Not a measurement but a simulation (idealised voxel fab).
voxel local oxidation: a process module
Displayed cross-section: cut, width of 245 nm, square cells sized 5 nm.
Cross-section = grid of square cells, listed top down in bands; band = one or more rows.
Top, bottom (nm), then materials left to right with widths (nm); lone material tagged "all across" fills the whole band edge to edge; "empty" = empty space.
Heights are expressed relative to 0, this being the level below which the as-received wafer comprises one material exclusively. The lowest band is unbounded in the downward direction and is denoted as in "top 0, no bottom".
Width "30..40": first value at the band's top row of cells, second value at its bottom row, equal change from row to row.
What does "identical to before" mean for a step? It means no cell of the cross-section changed in that step.
Under "Sealed void inventory" you'll find the enclosed gaps, the ones with no way out to the top, that are 8 cells or bigger; each reads width x height at distance, with distance counted from the left edge, everything in nm.
Text after the settings on a step's line: the simulator's own remark on that step.
overlay nm: mask offset rightward from planned place, masked step; negative means leftward offset.

### So here's the lineup of process steps we planned
- 1: op RECEIVE | material Si
- 2: op OXIDIZE | depth nm 5
- 3: op CONFORMAL_DEP | material SiN | thk nm 15
- 4: op MASKED_ETCH | tone cover | mask id ACTIVE | width nm 125 | etch materials SiN | depth nm 15 | overlay nm 0
- 5: op SELECTIVE_ETCH | etch materials SiO2 | depth nm 5
- 6: op OXIDIZE | depth nm 10
- 7: op STRIP | etch materials SiN

### Received-state cross-section, reflecting completion of step 1
    top 0, no bottom | Si all across
    Sealed void inventory: none

### The cross-section shown corresponds to the wafer at the conclusion of the module. The initial structure and the process plan are those presented above; however, one mistake occurred in executing the plan
    top 10, bottom -5 | SiO2 all across
    top -5, no bottom | Si all across
    Sealed void inventory: none
Finding, execution versus plan: in deviation from the planned setting, step 3 was conducted as op CONFORMAL_DEP | material SiO2 | thk nm 15
